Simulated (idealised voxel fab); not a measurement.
This section sets out a process module, namely voxel capacitor over wiring.
Cross-section cut spans 185 nm and uses square cells 5 nm in size.
Format of a cross-section: grid, square cells. Given as bands. Order: top down. Band: one or more rows of cells. Read a band's entry like this: the first values are the height of its top and the height of its bottom in nm, and what follows is the sequence of materials from left to right, each with its width in nm. Note that "empty" is empty space, and that a single material marked "everywhere" reaches across the band from edge to edge. Heights from 0 (as-received wafer is one material below). Bottom band endless downward, as "from 0 down". You'd read "30->40" like this: the band's top row of cells is as wide as the first number, its bottom row is as wide as the second, and going down, every row changes width by the same amount as the row before did. Key: "nothing different" - step with no changed cell in the cross-section. Enclosed voids: empty space of 8 cells or more with no open way to the top, each as width x height at its distance from the left edge, in nm. Text after the settings on a step's line: the simulator's own remark on that step. overlay nm: where the mask lay relative to plan, measured to the right, on steps with a mask; negatives go left. Each pair of cross-sections that follows straddles one process step: the one shows the state before the step, the other the state after it, down to the lowest band that changed and no further. The step in question, and its settings, are given under the pair. Note that a pair is not necessarily a continuation of the pair above it, since pairs can come from different runs of this module on the same starting wafer; it is a continuation only where its entry headed "Pre-step section" says so.

Pre-step section:
  from 100 to 85 = empty (50)  aC (60)  empty (75)
  from 85 to 80 = TiN everywhere
  from 80 to 75 = Al2O3 everywhere
  from 75 to 65 = Ru everywhere
  from 65 to 60 = TiN (50)  Ru (15)  TiN (120)
  from 60 to 55 = SiO2 (50)  Ru (15)  SiO2 (120)
  from 55 to 50 = SiO2 (50)  TiN (15)  SiO2 (120)
  from 50 to 45 = SiO2 (50)  Ru (15)  SiO2 (120)
  from 45 to 40 = SiCN (50)  Ru (15)  SiCN (120)
  from 40 to 20 = lowk (45)  TiN (5)  W (10)  TiN (5)  lowk (55)  TiN (5)  W (10)  TiN (5)  lowk (45)
  from 20 to 15 = SiCN (45)  TiN (20)  SiCN (55)  TiN (20)  SiCN (45)
  from 15 to 0 = SiO2 everywhere
  from 0 down = Si everywhere
  Enclosed voids: none

Resulting Structure:
  from 100 to 85 = empty (50)  aC (60)  empty (75)
  from 85 to 80 = empty (50)  TiN (60)  empty (75)
  Rest of section, below 80: as before.
  Enclosed voids: none
Before/after cross-sections above; step in between: op DIRECTIONAL_ETCH | etch materials TiN | depth nm 5

Pre-step section: equal to the after panel directly above.

Resulting Structure:
  from 100 to 85 = empty (50)  aC (60)  empty (75)
  from 85 to 80 = empty (50)  TiN (60)  empty (75)
  from 80 to 75 = empty (50)  Al2O3 (60)  empty (75)
  Rest of section, below 75: as before.
  Enclosed voids: none
Before/after cross-sections above; step in between: op DIRECTIONAL_ETCH | etch materials Al2O3 | depth nm 5

Pre-step section: equal to the after panel directly above.

Resulting Structure:
  from 85 to 80 = empty (50)  TiN (60)  empty (75)
  Rest of section, below 80: as before.
  Enclosed voids: none
Before/after cross-sections above; step in between: op STRIP | etch materials aC

Pre-step section: equal to the after panel directly above.

Resulting Structure:
  from 105 to 85 = empty (45)  resist (70)  empty (70)
  from 85 to 80 = empty (45)  resist (5)  TiN (60)  resist (5)  empty (70)
  from 80 to 75 = empty (45)  resist (5)  Al2O3 (60)  resist (5)  empty (70)
  Rest of section, below 75: as before.
  Enclosed voids: none
Before/after cross-sections above; step in between: op PATTERN | tone cover | mask id LOWER_PLATE | material resist | width nm 70 | thk nm 20 | overlay nm 0

Pre-step section: equal to the after panel directly above.

Resulting Structure:
  from 85 to 80 = empty (50)  TiN (60)  empty (75)
  from 80 to 75 = empty (50)  Al2O3 (60)  empty (75)
  Rest of section, below 75: as before.
  Enclosed voids: none
Before/after cross-sections above; step in between: op STRIP | etch materials resist

Pre-step section: equal to the after panel directly above.

Resulting Structure:
  from 100 to 85 = SiO2 everywhere
  from 85 to 80 = SiO2 (50)  TiN (60)  SiO2 (75)
  from 80 to 75 = SiO2 (50)  Al2O3 (60)  SiO2 (75)
  Rest of section, below 75: as before.
  Enclosed voids: none
Before/after cross-sections above; step in between: op FILL_DEP | material SiO2 | thk nm 15

Pre-step section: equal to the after panel directly above.

Resulting Structure:
  from 85 to 80 = SiO2 (50)  TiN (60)  SiO2 (75)
  Rest of section, below 80: as before.
  Enclosed voids: none
Before/after cross-sections above; step in between: op CMP | height nm 85

Pre-step section: equal to the after panel directly above.

Resulting Structure:
  from 90 to 85 = TiN everywhere
  Rest of section, below 85: as before.
  Enclosed voids: none
Before/after cross-sections above; step in between: op CONFORMAL_DEP | material TiN | thk nm 5

Pre-step section: equal to the after panel directly above.

Resulting Structure:
  from 95 to 90 = Ru everywhere
  Rest of section, below 90: as before.
  Enclosed voids: none
Before/after cross-sections above; step in between: op FILL_DEP | material Ru | thk nm 5

Pre-step section: equal to the after panel directly above.

Resulting Structure:
  from 85 to 80 = SiO2 (50)  TiN (60)  SiO2 (75)
  Rest of section, below 80: as before.
  Enclosed voids: none
Before/after cross-sections above; step in between: op CMP | height nm 85

Pre-step section: equal to the after panel directly above.

Resulting Structure:
  from 90 to 85 = SiN everywhere
  Rest of section, below 85: as before.
  Enclosed voids: none
Before/after cross-sections above; step in between: op CONFORMAL_DEP | material SiN | thk nm 5

Pre-step section:
  from 80 to 60 = resist (50)  empty (15)  resist (120)
  from 60 to 45 = SiO2 everywhere
  from 45 to 40 = SiCN everywhere
  from 40 to 20 = lowk (45)  TiN (5)  W (10)  TiN (5)  lowk (55)  TiN (5)  W (10)  TiN (5)  lowk (45)
  from 20 to 15 = SiCN (45)  TiN (20)  SiCN (55)  TiN (20)  SiCN (45)
  from 15 to 0 = SiO2 everywhere
  from 0 down = Si everywhere
  Enclosed voids: none

Resulting Structure:
  from 80 to 60 = resist (50)  empty (15)  resist (120)
  from 60 to 50 = SiO2 (50)  empty (15)  SiO2 (120)
  Rest of section, below 50: as before.
  Enclosed voids: none
Before/after cross-sections above; step in between: op DIRECTIONAL_ETCH | etch materials SiO2 | depth nm 10

Pre-step section: equal to the after panel directly above.

Resulting Structure:
  from 60 to 50 = SiO2 (50)  empty (15)  SiO2 (120)
  Rest of section, below 50: as before.
  Enclosed voids: none
Before/after cross-sections above; step in between: op STRIP | etch materials resist

Pre-step section: equal to the after panel directly above.

Resulting Structure:
  from 65 to 60 = TiN (50)  empty (15)  TiN (120)
  from 60 to 55 = SiO2 (50)  empty (15)  SiO2 (120)
  from 55 to 50 = SiO2 (50)  TiN (15)  SiO2 (120)
  Rest of section, below 50: as before.
  Enclosed voids: none
Before/after cross-sections above; step in between: op DIRECTIONAL_DEP | material TiN | thk nm 5

Pre-step section: equal to the after panel directly above.

Resulting Structure:
  from 70 to 65 = Al2O3 (50)  empty (15)  Al2O3 (120)
  from 65 to 60 = TiN (50)  empty (15)  TiN (120)
  from 60 to 55 = SiO2 (50)  Al2O3 (15)  SiO2 (120)
  Rest of section, below 55: as before.
  Enclosed voids: none
Before/after cross-sections above; step in between: op DIRECTIONAL_DEP | material Al2O3 | thk nm 5

Pre-step section: equal to the after panel directly above.

Resulting Structure:
  from 75 to 70 = TiN (50)  empty (15)  TiN (120)
  from 70 to 65 = Al2O3 (50)  empty (15)  Al2O3 (120)
  from 65 to 60 = TiN everywhere
  Rest of section, below 60: as before.
  Enclosed voids: none
Before/after cross-sections above; step in between: op DIRECTIONAL_DEP | material TiN | thk nm 5

Pre-step section: equal to the after panel directly above.

Resulting Structure:
  from 90 to 80 = aC (50)  empty (15)  aC (120)
  from 80 to 75 = aC everywhere
  from 75 to 70 = TiN (50)  aC (15)  TiN (120)
  from 70 to 65 = Al2O3 (50)  aC (15)  Al2O3 (120)
  Rest of section, below 65: as before.
  Enclosed voids: none
Before/after cross-sections above; step in between: op DIRECTIONAL_DEP | material aC | thk nm 15

Pre-step section: equal to the after panel directly above.

Resulting Structure:
  from 120 to 90 = empty (50)  resist (60)  empty (75)
  from 90 to 80 = aC (50)  resist (15)  aC (120)
  Rest of section, below 80: as before.
  Enclosed voids: none
Before/after cross-sections above; step in between: op PATTERN | tone cover | mask id UPPER_PLATE | material resist | width nm 60 | thk nm 30 | overlay nm 0

Pre-step section: equal to the after panel directly above.

Resulting Structure:
  from 105 to 90 = empty (50)  resist (60)  empty (75)
  from 90 to 80 = empty (50)  resist (15)  aC (45)  empty (75)
  from 80 to 75 = empty (50)  aC (60)  empty (75)
  Rest of section, below 75: as before.
  Enclosed voids: none
Before/after cross-sections above; step in between: op DIRECTIONAL_ETCH | etch materials aC | depth nm 15

Pre-step section: equal to the after panel directly above.

Resulting Structure:
  from 90 to 80 = empty (65)  aC (45)  empty (75)
  Rest of section, below 80: as before.
  Enclosed voids: none
Before/after cross-sections above; step in between: op STRIP | etch materials resist

Pre-step section: equal to the after panel directly above.

Resulting Structure:
  from 90 to 80 = empty (65)  aC (45)  empty (75)
  from 80 to 75 = empty (50)  aC (60)  empty (75)
  from 75 to 70 = empty (50)  aC (15)  TiN (45)  empty (75)
  Rest of section, below 70: as before.
  Enclosed voids: none
Before/after cross-sections above; step in between: op DIRECTIONAL_ETCH | etch materials TiN | depth nm 5

Pre-step section: equal to the after panel directly above.

Resulting Structure:
  from 90 to 80 = empty (65)  aC (45)  empty (75)
  from 80 to 75 = empty (50)  aC (60)  empty (75)
  from 75 to 70 = empty (50)  aC (15)  TiN (45)  empty (75)
  from 70 to 65 = empty (50)  aC (15)  Al2O3 (45)  empty (75)
  Rest of section, below 65: as before.
  Enclosed voids: none
Before/after cross-sections above; step in between: op DIRECTIONAL_ETCH | etch materials Al2O3 | depth nm 5

Pre-step section: equal to the after panel directly above.

Resulting Structure:
  from 75 to 70 = empty (65)  TiN (45)  empty (75)
  from 70 to 65 = empty (65)  Al2O3 (45)  empty (75)
  Rest of section, below 65: as before.
  Enclosed voids: none
Before/after cross-sections above; step in between: op STRIP | etch materials aC

Pre-step section: equal to the after panel directly above.

Resulting Structure:
  from 95 to 75 = empty (45)  resist (70)  empty (70)
  from 75 to 70 = empty (45)  resist (20)  TiN (45)  resist (5)  empty (70)
  from 70 to 65 = empty (45)  resist (20)  Al2O3 (45)  resist (5)  empty (70)
  Rest of section, below 65: as before.
  Enclosed voids: none
Before/after cross-sections above; step in between: op PATTERN | tone cover | mask id LOWER_PLATE | material resist | width nm 70 | thk nm 20 | overlay nm 0

Pre-step section: equal to the after panel directly above.

Resulting Structure:
  from 95 to 75 = empty (45)  resist (70)  empty (70)
  from 75 to 70 = empty (45)  resist (20)  TiN (45)  resist (5)  empty (70)
  from 70 to 65 = empty (45)  resist (20)  Al2O3 (45)  resist (5)  empty (70)
  from 65 to 60 = empty (45)  TiN (70)  empty (70)
  Rest of section, below 60: as before.
  Enclosed voids: none
Before/after cross-sections above; step in between: op DIRECTIONAL_ETCH | etch materials TiN | depth nm 5

Pre-step section: equal to the after panel directly above.

Resulting Structure:
  from 75 to 70 = empty (65)  TiN (45)  empty (75)
  from 70 to 65 = empty (65)  Al2O3 (45)  empty (75)
  Rest of section, below 65: as before.
  Enclosed voids: none
Before/after cross-sections above; step in between: op STRIP | etch materials resist

Pre-step section: equal to the after panel directly above.

Resulting Structure:
  from 90 to 75 = SiO2 everywhere
  from 75 to 70 = SiO2 (65)  TiN (45)  SiO2 (75)
  from 70 to 65 = SiO2 (65)  Al2O3 (45)  SiO2 (75)
  from 65 to 60 = SiO2 (45)  TiN (70)  SiO2 (70)
  Rest of section, below 60: as before.
  Enclosed voids: none
Before/after cross-sections above; step in between: op FILL_DEP | material SiO2 | thk nm 15

Pre-step section: equal to the after panel directly above.

Resulting Structure:
  from 85 to 75 = SiO2 everywhere
  Rest of section, below 75: as before.
  Enclosed voids: none
Before/after cross-sections above; step in between: op CMP | height nm 85

Pre-step section: equal to the after panel directly above.

Resulting Structure:
  from 85 to 75 = SiO2 (60)  empty (15)  SiO2 (110)
  Rest of section, below 75: as before.
  Enclosed voids: none
Before/after cross-sections above; step in between: op MASKED_ETCH | tone open | mask id PLUG_2 | width nm 15 | etch materials SiO2 | depth nm 10 | overlay nm 0

Pre-step section: equal to the after panel directly above.

Resulting Structure:
  from 90 to 85 = TiN (65)  empty (5)  TiN (115)
  from 85 to 80 = SiO2 (60)  TiN (5)  empty (5)  TiN (5)  SiO2 (110)
  from 80 to 70 = SiO2 (60->65)  TiN (15->45)  SiO2 (110->75)
  Rest of section, below 70: as before.
  Enclosed voids: none
Before/after cross-sections above; step in between: op CONFORMAL_DEP | material TiN | thk nm 5

Pre-step section: equal to the after panel directly above.

Resulting Structure:
  from 95 to 90 = Ru everywhere
  from 90 to 85 = TiN (65)  Ru (5)  TiN (115)
  from 85 to 80 = SiO2 (60)  TiN (5)  Ru (5)  TiN (5)  SiO2 (110)
  Rest of section, below 80: as before.
  Enclosed voids: none
Before/after cross-sections above; step in between: op FILL_DEP | material Ru | thk nm 5

Pre-step section: equal to the after panel directly above.

Resulting Structure:
  from 85 to 80 = SiO2 (60)  TiN (5)  Ru (5)  TiN (5)  SiO2 (110)
  Rest of section, below 80: as before.
  Enclosed voids: none
Before/after cross-sections above; step in between: op CMP | height nm 85

Pre-step section: equal to the after panel directly above.

Resulting Structure:
  from 90 to 85 = SiN everywhere
  Rest of section, below 85: as before.
  Enclosed voids: none
Before/after cross-sections above; step in between: op CONFORMAL_DEP | material SiN | thk nm 5

Pre-step section:
  from 85 to 75 = SiO2 everywhere
  from 75 to 70 = SiO2 (50)  TiN (60)  SiO2 (75)
  from 70 to 65 = SiO2 (50)  Al2O3 (60)  SiO2 (75)
  from 65 to 60 = SiO2 (45)  TiN (70)  SiO2 (70)
  from 60 to 45 = SiO2 (50)  Ru (15)  SiO2 (120)
  from 45 to 40 = SiCN (50)  Ru (15)  SiCN (120)
  from 40 to 20 = lowk (45)  TiN (5)  W (10)  TiN (5)  lowk (55)  TiN (5)  W (10)  TiN (5)  lowk (45)
  from 20 to 15 = SiCN (45)  TiN (20)  SiCN (55)  TiN (20)  SiCN (45)
  from 15 to 0 = SiO2 everywhere
  from 0 down = Si everywhere
  Enclosed voids: none

Resulting Structure:
  from 85 to 75 = SiO2 (60)  empty (20)  SiO2 (105)
  Rest of section, below 75: as before.
  Enclosed voids: none
Before/after cross-sections above; step in between: op MASKED_ETCH | tone open | mask id PLUG_2 | width nm 20 | etch materials SiO2 | depth nm 10 | overlay nm 0

Pre-step section: equal to the after panel directly above.

Resulting Structure:
  from 90 to 85 = TiN (65)  empty (10)  TiN (110)
  from 85 to 80 = SiO2 (60)  TiN (5)  empty (10)  TiN (5)  SiO2 (105)
  from 80 to 70 = SiO2 (60->50)  TiN (20->60)  SiO2 (105->75)
  Rest of section, below 70: as before.
  Enclosed voids: none
Before/after cross-sections above; step in between: op CONFORMAL_DEP | material TiN | thk nm 5

Pre-step section: equal to the after panel directly above.

Resulting Structure:
  from 95 to 90 = Ru everywhere
  from 90 to 85 = TiN (65)  Ru (10)  TiN (110)
  from 85 to 80 = SiO2 (60)  TiN (5)  Ru (10)  TiN (5)  SiO2 (105)
  Rest of section, below 80: as before.
  Enclosed voids: none
Before/after cross-sections above; step in between: op FILL_DEP | material Ru | thk nm 5

Pre-step section: equal to the after panel directly above.

Resulting Structure:
  from 85 to 80 = SiO2 (60)  TiN (5)  Ru (10)  TiN (5)  SiO2 (105)
  Rest of section, below 80: as before.
  Enclosed voids: none
Before/after cross-sections above; step in between: op CMP | height nm 85

Pre-step section: equal to the after panel directly above.

Resulting Structure:
  from 90 to 85 = SiN everywhere
  Rest of section, below 85: as before.
  Enclosed voids: none
Before/after cross-sections above; step in between: op CONFORMAL_DEP | material SiN | thk nm 5

Pre-step section:
  from 85 to 75 = SiO2 everywhere
  from 75 to 70 = SiO2 (50)  TiN (60)  SiO2 (75)
  from 70 to 65 = SiO2 (50)  Al2O3 (60)  SiO2 (75)
  from 65 to 60 = SiO2 (45)  TiN (70)  SiO2 (70)
  from 60 to 45 = SiO2 (50)  Ru (15)  SiO2 (120)
  from 45 to 40 = SiCN (50)  Ru (15)  SiCN (120)
  from 40 to 20 = lowk (45)  TiN (5)  W (10)  TiN (5)  lowk (55)  TiN (5)  W (10)  TiN (5)  lowk (45)
  from 20 to 15 = SiCN (45)  TiN (20)  SiCN (55)  TiN (20)  SiCN (45)
  from 15 to 0 = SiO2 everywhere
  from 0 down = Si everywhere
  Enclosed voids: none

Resulting Structure:
  from 85 to 75 = SiO2 (65)  empty (15)  SiO2 (105)
  Rest of section, below 75: as before.
  Enclosed voids: none
Before/after cross-sections above; step in between: op MASKED_ETCH | tone open | mask id PLUG_2 | width nm 15 | etch materials SiO2 | depth nm 10 | overlay nm 5

Pre-step section: equal to the after panel directly above.

Resulting Structure:
  from 90 to 85 = TiN (70)  empty (5)  TiN (110)
  from 85 to 80 = SiO2 (65)  TiN (5)  empty (5)  TiN (5)  SiO2 (105)
  from 80 to 70 = SiO2 (65->50)  TiN (15->60)  SiO2 (105->75)
  Rest of section, below 70: as before.
  Enclosed voids: none
Before/after cross-sections above; step in between: op CONFORMAL_DEP | material TiN | thk nm 5

Pre-step section: equal to the after panel directly above.

Resulting Structure:
  from 95 to 90 = Ru everywhere
  from 90 to 85 = TiN (70)  Ru (5)  TiN (110)
  from 85 to 80 = SiO2 (65)  TiN (5)  Ru (5)  TiN (5)  SiO2 (105)
  Rest of section, below 80: as before.
  Enclosed voids: none
Before/after cross-sections above; step in between: op FILL_DEP | material Ru | thk nm 5

Pre-step section: equal to the after panel directly above.

Resulting Structure:
  from 85 to 80 = SiO2 (65)  TiN (5)  Ru (5)  TiN (5)  SiO2 (105)
  Rest of section, below 80: as before.
  Enclosed voids: none
Before/after cross-sections above; step in between: op CMP | height nm 85

Pre-step section: equal to the after panel directly above.

Resulting Structure:
  from 90 to 85 = SiN everywhere
  Rest of section, below 85: as before.
  Enclosed voids: none
Before/after cross-sections above; step in between: op CONFORMAL_DEP | material SiN | thk nm 5

Pre-step section:
  from 40 to 20 = lowk (45)  TiN (5)  W (10)  TiN (5)  lowk (55)  TiN (5)  W (10)  TiN (5)  lowk (45)
  from 20 to 15 = SiCN (45)  TiN (20)  SiCN (55)  TiN (20)  SiCN (45)
  from 15 to 0 = SiO2 everywhere
  from 0 down = Si everywhere
  Enclosed voids: none

Resulting Structure:
  from 45 to 40 = SiN everywhere
  Rest of section, below 40: as before.
  Enclosed voids: none
Before/after cross-sections above; step in between: op CONFORMAL_DEP | material SiN | thk nm 5

Pre-step section: equal to the after panel directly above.

Resulting Structure:
  from 60 to 45 = SiO2 everywhere
  Rest of section, below 45: as before.
  Enclosed voids: none
Before/after cross-sections above; step in between: op DIRECTIONAL_DEP | material SiO2 | thk nm 15

Pre-step section: equal to the after panel directly above.

Resulting Structure:
  from 80 to 60 = resist (50)  empty (15)  resist (120)
  Rest of section, below 60: as before.
  Enclosed voids: none
Before/after cross-sections above; step in between: op PATTERN | tone open | mask id PLUG_1 | material resist | width nm 15 | thk nm 20 | overlay nm 0

Pre-step section: equal to the after panel directly above.

Resulting Structure:
  from 80 to 60 = resist (50)  empty (15)  resist (120)
  from 60 to 45 = SiO2 (50)  empty (15)  SiO2 (120)
  Rest of section, below 45: as before.
  Enclosed voids: none
Before/after cross-sections above; step in between: op DIRECTIONAL_ETCH | etch materials SiO2 | depth nm 15

Pre-step section: equal to the after panel directly above.

Resulting Structure:
  from 60 to 45 = SiO2 (50)  empty (15)  SiO2 (120)
  Rest of section, below 45: as before.
  Enclosed voids: none
Before/after cross-sections above; step in between: op STRIP | etch materials resist

Pre-step section: equal to the after panel directly above.

Resulting Structure:
  from 65 to 60 = TiN (50)  empty (15)  TiN (120)
  from 60 to 50 = SiO2 (50)  empty (15)  SiO2 (120)
  from 50 to 45 = SiO2 (50)  TiN (15)  SiO2 (120)
  Rest of section, below 45: as before.
  Enclosed voids: none
Before/after cross-sections above; step in between: op DIRECTIONAL_DEP | material TiN | thk nm 5

Pre-step section: equal to the after panel directly above.

Resulting Structure:
  from 70 to 65 = Al2O3 (50)  empty (15)  Al2O3 (120)
  from 65 to 60 = TiN (50)  empty (15)  TiN (120)
  from 60 to 55 = SiO2 (50)  empty (15)  SiO2 (120)
  from 55 to 50 = SiO2 (50)  Al2O3 (15)  SiO2 (120)
  Rest of section, below 50: as before.
  Enclosed voids: none
Before/after cross-sections above; step in between: op DIRECTIONAL_DEP | material Al2O3 | thk nm 5

Pre-step section: equal to the after panel directly above.

Resulting Structure:
  from 75 to 70 = TiN (50)  empty (15)  TiN (120)
  from 70 to 65 = Al2O3 (50)  empty (15)  Al2O3 (120)
  from 65 to 60 = TiN (50)  empty (15)  TiN (120)
  from 60 to 55 = SiO2 (50)  TiN (15)  SiO2 (120)
  Rest of section, below 55: as before.
  Enclosed voids: none
Before/after cross-sections above; step in between: op DIRECTIONAL_DEP | material TiN | thk nm 5

Pre-step section: equal to the after panel directly above.

Resulting Structure:
  from 90 to 75 = aC (50)  empty (15)  aC (120)
  from 75 to 70 = TiN (50)  aC (15)  TiN (120)
  from 70 to 65 = Al2O3 (50)  aC (15)  Al2O3 (120)
  from 65 to 60 = TiN (50)  aC (15)  TiN (120)
  Rest of section, below 60: as before.
  Enclosed voids: none
Before/after cross-sections above; step in between: op DIRECTIONAL_DEP | material aC | thk nm 15

Pre-step section: equal to the after panel directly above.

Resulting Structure:
  from 120 to 90 = empty (50)  resist (60)  empty (75)
  from 90 to 75 = aC (50)  resist (15)  aC (120)
  Rest of section, below 75: as before.
  Enclosed voids: none
Before/after cross-sections above; step in between: op PATTERN | tone cover | mask id UPPER_PLATE | material resist | width nm 60 | thk nm 30 | overlay nm 0

Pre-step section: equal to the after panel directly above.

Resulting Structure:
  from 105 to 90 = empty (50)  resist (60)  empty (75)
  from 90 to 75 = empty (50)  resist (15)  aC (45)  empty (75)
  Rest of section, below 75: as before.
  Enclosed voids: none
Before/after cross-sections above; step in between: op DIRECTIONAL_ETCH | etch materials aC | depth nm 15

Pre-step section: equal to the after panel directly above.

Resulting Structure:
  from 90 to 75 = empty (65)  aC (45)  empty (75)
  Rest of section, below 75: as before.
  Enclosed voids: none
Before/after cross-sections above; step in between: op STRIP | etch materials resist

Pre-step section: equal to the after panel directly above.

Resulting Structure:
  from 90 to 75 = empty (65)  aC (45)  empty (75)
  from 75 to 70 = empty (50)  aC (15)  TiN (45)  empty (75)
  Rest of section, below 70: as before.
  Enclosed voids: none
Before/after cross-sections above; step in between: op DIRECTIONAL_ETCH | etch materials TiN | depth nm 5

Pre-step section: equal to the after panel directly above.

Resulting Structure:
  from 90 to 75 = empty (65)  aC (45)  empty (75)
  from 75 to 70 = empty (50)  aC (15)  TiN (45)  empty (75)
  from 70 to 65 = empty (50)  aC (15)  Al2O3 (45)  empty (75)
  Rest of section, below 65: as before.
  Enclosed voids: none
Before/after cross-sections above; step in between: op DIRECTIONAL_ETCH | etch materials Al2O3 | depth nm 5

Pre-step section: equal to the after panel directly above.

Resulting Structure:
  from 75 to 70 = empty (65)  TiN (45)  empty (75)
  from 70 to 65 = empty (65)  Al2O3 (45)  empty (75)
  from 65 to 60 = TiN (50)  empty (15)  TiN (120)
  Rest of section, below 60: as before.
  Enclosed voids: none
Before/after cross-sections above; step in between: op STRIP | etch materials aC

Pre-step section: equal to the after panel directly above.

Resulting Structure:
  from 95 to 75 = empty (45)  resist (70)  empty (70)
  from 75 to 70 = empty (45)  resist (20)  TiN (45)  resist (5)  empty (70)
  from 70 to 65 = empty (45)  resist (20)  Al2O3 (45)  resist (5)  empty (70)
  from 65 to 60 = TiN (50)  resist (15)  TiN (120)
  Rest of section, below 60: as before.
  Enclosed voids: none
Before/after cross-sections above; step in between: op PATTERN | tone cover | mask id LOWER_PLATE | material resist | width nm 70 | thk nm 20 | overlay nm 0

Pre-step section: equal to the after panel directly above.

Resulting Structure:
  from 95 to 75 = empty (45)  resist (70)  empty (70)
  from 75 to 70 = empty (45)  resist (20)  TiN (45)  resist (5)  empty (70)
  from 70 to 65 = empty (45)  resist (20)  Al2O3 (45)  resist (5)  empty (70)
  from 65 to 60 = empty (45)  TiN (5)  resist (15)  TiN (50)  empty (70)
  Rest of section, below 60: as before.
  Enclosed voids: none
Before/after cross-sections above; step in between: op DIRECTIONAL_ETCH | etch materials TiN | depth nm 5

Pre-step section: equal to the after panel directly above.

Resulting Structure:
  from 75 to 70 = empty (65)  TiN (45)  empty (75)
  from 70 to 65 = empty (65)  Al2O3 (45)  empty (75)
  from 65 to 60 = empty (45)  TiN (5)  empty (15)  TiN (50)  empty (70)
  Rest of section, below 60: as before.
  Enclosed voids: none
Before/after cross-sections above; step in between: op STRIP | etch materials resist

Pre-step section: equal to the after panel directly above.

Resulting Structure:
  from 90 to 75 = SiO2 everywhere
  from 75 to 70 = SiO2 (65)  TiN (45)  SiO2 (75)
  from 70 to 65 = SiO2 (65)  Al2O3 (45)  SiO2 (75)
  from 65 to 60 = SiO2 (45)  TiN (5)  SiO2 (15)  TiN (50)  SiO2 (70)
  Rest of section, below 60: as before.
  Enclosed voids: none
Before/after cross-sections above; step in between: op FILL_DEP | material SiO2 | thk nm 15

Pre-step section: equal to the after panel directly above.

Resulting Structure:
  from 85 to 75 = SiO2 everywhere
  Rest of section, below 75: as before.
  Enclosed voids: none
Before/after cross-sections above; step in between: op CMP | height nm 85

Pre-step section: equal to the after panel directly above.

Resulting Structure:
  from 85 to 75 = SiO2 (60)  empty (15)  SiO2 (110)
  Rest of section, below 75: as before.
  Enclosed voids: none
Before/after cross-sections above; step in between: op MASKED_ETCH | tone open | mask id PLUG_2 | width nm 15 | etch materials SiO2 | depth nm 10 | overlay nm 0

Pre-step section: equal to the after panel directly above.

Resulting Structure:
  from 90 to 85 = TiN (65)  empty (5)  TiN (115)
  from 85 to 80 = SiO2 (60)  TiN (5)  empty (5)  TiN (5)  SiO2 (110)
  from 80 to 70 = SiO2 (60->65)  TiN (15->45)  SiO2 (110->75)
  Rest of section, below 70: as before.
  Enclosed voids: none
Before/after cross-sections above; step in between: op CONFORMAL_DEP | material TiN | thk nm 5

Pre-step section: equal to the after panel directly above.

Resulting Structure:
  from 95 to 90 = Ru everywhere
  from 90 to 85 = TiN (65)  Ru (5)  TiN (115)
  from 85 to 80 = SiO2 (60)  TiN (5)  Ru (5)  TiN (5)  SiO2 (110)
  Rest of section, below 80: as before.
  Enclosed voids: none
Before/after cross-sections above; step in between: op FILL_DEP | material Ru | thk nm 5

Pre-step section: equal to the after panel directly above.

Resulting Structure:
  from 85 to 80 = SiO2 (60)  TiN (5)  Ru (5)  TiN (5)  SiO2 (110)
  Rest of section, below 80: as before.
  Enclosed voids: none
Before/after cross-sections above; step in between: op CMP | height nm 85

Pre-step section: equal to the after panel directly above.

Resulting Structure:
  from 90 to 85 = SiN everywhere
  Rest of section, below 85: as before.
  Enclosed voids: none
Before/after cross-sections above; step in between: op CONFORMAL_DEP | material SiN | thk nm 5

Pre-step section:
  from 60 to 45 = SiO2 everywhere
  from 45 to 40 = SiCN everywhere
  from 40 to 20 = lowk (45)  TiN (5)  W (10)  TiN (5)  lowk (55)  TiN (5)  W (10)  TiN (5)  lowk (45)
  from 20 to 15 = SiCN (45)  TiN (20)  SiCN (55)  TiN (20)  SiCN (45)
  from 15 to 0 = SiO2 everywhere
  from 0 down = Si everywhere
  Enclosed voids: none

Resulting Structure:
  from 80 to 60 = empty (50)  resist (15)  empty (120)
  Rest of section, below 60: as before.
  Enclosed voids: none
Before/after cross-sections above; step in between: op PATTERN | tone cover | mask id PLUG_1 | material resist | width nm 15 | thk nm 20 | overlay nm 0

Pre-step section: equal to the after panel directly above.

Resulting Structure:
  from 80 to 60 = empty (50)  resist (15)  empty (120)
  from 60 to 45 = empty (50)  SiO2 (15)  empty (120)
  Rest of section, below 45: as before.
  Enclosed voids: none
Before/after cross-sections above; step in between: op DIRECTIONAL_ETCH | etch materials SiO2 | depth nm 15

Pre-step section: equal to the after panel directly above.

Resulting Structure:
  from 80 to 60 = empty (50)  resist (15)  empty (120)
  from 60 to 45 = empty (50)  SiO2 (15)  empty (120)
  from 45 to 40 = empty (50)  SiCN (15)  empty (120)
  Rest of section, below 40: as before.
  Enclosed voids: none
Before/after cross-sections above; step in between: op DIRECTIONAL_ETCH | etch materials SiCN | depth nm 5

Pre-step section: equal to the after panel directly above.

Resulting Structure:
  from 60 to 45 = empty (50)  SiO2 (15)  empty (120)
  Rest of section, below 45: as before.
  Enclosed voids: none
Before/after cross-sections above; step in between: op STRIP | etch materials resist

Pre-step section: equal to the after panel directly above.

Resulting Structure:
  from 60 to 50 = empty (50)  SiO2 (15)  empty (120)
  from 50 to 45 = empty (35)  Ru (15)  SiO2 (15)  empty (45)  Ru (40)  empty (35)
  from 45 to 40 = empty (35)  Ru (15)  SiCN (15)  empty (45)  Ru (40)  empty (35)
  Rest of section, below 40: as before.
  Enclosed voids: none
Before/after cross-sections above; step in between: op EPI | material Ru | thk nm 10

Pre-step section: equal to the after panel directly above.

Resulting Structure:
  from 60 to 45 = empty (25)  Ru (25)  SiO2 (15)  empty (35)  Ru (60)  empty (25)
  from 45 to 40 = empty (25)  Ru (25)  SiCN (15)  empty (35)  Ru (60)  empty (25)
  Rest of section, below 40: as before.
  Enclosed voids: none
Before/after cross-sections above; step in between: op EPI | material Ru | thk nm 10

Pre-step section: equal to the after panel directly above.

Resulting Structure:
  from 65 to 60 = empty (25)  TiN (40)  empty (35)  TiN (60)  empty (25)
  from 60 to 45 = empty (25)  Ru (25)  SiO2 (15)  empty (35)  Ru (60)  empty (25)
  from 45 to 40 = TiN (25)  Ru (25)  SiCN (15)  TiN (35)  Ru (60)  TiN (25)
  Rest of section, below 40: as before.
  Enclosed voids: none
Before/after cross-sections above; step in between: op DIRECTIONAL_DEP | material TiN | thk nm 5

Pre-step section: equal to the after panel directly above.

Resulting Structure:
  from 70 to 65 = empty (25)  Al2O3 (40)  empty (35)  Al2O3 (60)  empty (25)
  from 65 to 60 = empty (25)  TiN (40)  empty (35)  TiN (60)  empty (25)
  from 60 to 50 = empty (25)  Ru (25)  SiO2 (15)  empty (35)  Ru (60)  empty (25)
  from 50 to 45 = Al2O3 (25)  Ru (25)  SiO2 (15)  Al2O3 (35)  Ru (60)  Al2O3 (25)
  Rest of section, below 45: as before.
  Enclosed voids: none
Before/after cross-sections above; step in between: op DIRECTIONAL_DEP | material Al2O3 | thk nm 5
